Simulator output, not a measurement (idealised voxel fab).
The following is a process module called voxel released beams.
For reference, the cross-section in this document is cut, with width 290 nm and square cells of 5 nm.
Each cross-section below is a grid of square cells, stated as bands in top-down order, with one or more rows of cells making up each band.
Band: top and bottom heights (nm) first, top before bottom; then materials from left to right, widths in nm. "all across" marks a sole material filling the band edge to edge. "air" denotes empty space.
Note: height 0 marks the level under which the wafer is uniformly one material as received. Lowest band unbounded below, written "0 -> down".
Read "30->40" as a graded width: first number on top, second number at the bottom, same change between each pair of neighbouring rows.
No cell of the cross-section changed in a step that is given as "remained unchanged".
What "closed voids" gives you is every empty space of 8 cells or more that is cut off from the top. Each appears as width x height at distance, with the distance taken from the left edge and width, height and distance all in nm.
Past the settings on a step's line: simulator remark, on that step.
You can add "overlay nm" to a step's line. For a step with a mask, it describes how far the mask lay to the right of its planned position, and a negative number describes a lay to the left.
# The steps planned for the process are as follows
1: RECEIVE with material Si
2: CONFORMAL_DEP with material Al2O3, thk nm 5
3: DIRECTIONAL_DEP with material SiO2, thk nm 10
4: PATTERN with tone open, mask id ANCHOR, material resist, width nm 35, thk nm 20, overlay nm 0
5: DIRECTIONAL_ETCH with etch materials SiO2, depth nm 10
6: STRIP with etch materials resist
7: CONFORMAL_DEP with material SiN, thk nm 10
8: PATTERN with tone cover, mask id BEAM, material resist, width nm 90, thk nm 20, overlay nm 0
9: DIRECTIONAL_ETCH with etch materials SiN, depth nm 10
10: STRIP with etch materials resist
11: STRIP with etch materials SiO2
# Wafer, first of two, run as planned
# Received-state cross-section, reflecting completion of step 1
0 -> down: Si all across
closed voids: none
# How the wafer stands in section after step 2
5 -> 0: Al2O3 all across
Beneath the level 0, the cross-section is identical to its previous state.
# How the wafer stands in section after step 3
15 -> 5: SiO2 all across
Beneath the level 5, the cross-section is identical to its previous state.
# How the wafer stands in section after step 4
35 -> 15: resist=100, then air=35, then resist=155
Beneath the level 15, the cross-section is identical to its previous state.
# How the wafer stands in section after step 5
35 -> 15: resist=100, then air=35, then resist=155
15 -> 5: SiO2=100, then air=35, then SiO2=155
Beneath the level 5, the cross-section is identical to its previous state.
# How the wafer stands in section after step 6
15 -> 5: SiO2=100, then air=35, then SiO2=155
Beneath the level 5, the cross-section is identical to its previous state.
# How the wafer stands in section after step 7
25 -> 15: SiN=110, then air=15, then SiN=165
15 -> 5: SiO2=100, then SiN=35, then SiO2=155
Beneath the level 5, the cross-section is identical to its previous state.
# How the wafer stands in section after step 8
45 -> 25: air=95, then resist=90, then air=105
25 -> 15: SiN=110, then resist=15, then SiN=165
Beneath the level 15, the cross-section is identical to its previous state.
# How the wafer stands in section after step 9
45 -> 25: air=95, then resist=90, then air=105
25 -> 15: air=95, then SiN=15, then resist=15, then SiN=60, then air=105
Beneath the level 15, the cross-section is identical to its previous state.
# How the wafer stands in section after step 10
25 -> 15: air=95, then SiN=15, then air=15, then SiN=60, then air=105
Beneath the level 15, the cross-section is identical to its previous state.
# How the wafer stands in section after step 11
25 -> 15: air=95, then SiN=15, then air=15, then SiN=60, then air=105
15 -> 5: air=100, then SiN=35, then air=155
Beneath the level 5, the cross-section is identical to its previous state.
# Wafer two of the pair: same origin, same plan, one error during the run; identical to wafer one up to and including step 3
# Second wafer, cross-section, planned end of step 4
35 -> 15: resist=95, then air=35, then resist=160
Beneath the level 15, the cross-section is identical to its previous state.
# Second wafer, cross-section, planned end of step 5
35 -> 15: resist=95, then air=35, then resist=160
15 -> 5: SiO2=95, then air=35, then SiO2=160
Beneath the level 5, the cross-section is identical to its previous state.
# Second wafer, cross-section, planned end of step 6
15 -> 5: SiO2=95, then air=35, then SiO2=160
Beneath the level 5, the cross-section is identical to its previous state.
# Second wafer, cross-section, planned end of step 7
25 -> 15: SiN=105, then air=15, then SiN=170
15 -> 5: SiO2=95, then SiN=35, then SiO2=160
Beneath the level 5, the cross-section is identical to its previous state.
# Second wafer, cross-section, planned end of step 8
45 -> 25: air=95, then resist=90, then air=105
25 -> 15: SiN=105, then resist=15, then SiN=170
Beneath the level 15, the cross-section is identical to its previous state.
# Second wafer, cross-section, planned end of step 9
45 -> 25: air=95, then resist=90, then air=105
25 -> 15: air=95, then SiN=10, then resist=15, then SiN=65, then air=105
Beneath the level 15, the cross-section is identical to its previous state.
# Second wafer, cross-section, planned end of step 10
25 -> 15: air=95, then SiN=10, then air=15, then SiN=65, then air=105
Beneath the level 15, the cross-section is identical to its previous state.
# Second wafer, cross-section, planned end of step 11
25 -> 15: air=95, then SiN=10, then air=15, then SiN=65, then air=105
15 -> 5: air=95, then SiN=35, then air=160
Beneath the level 5, the cross-section is identical to its previous state.
Error vs. plan: planned and actual differ for step 4; actual: PATTERN with tone open, mask id ANCHOR, material resist, width nm 35, thk nm 20, overlay nm -5
Comparing end states, the material composition by cell count is preserved from the first wafer to the second, while the locations of the cells are not.
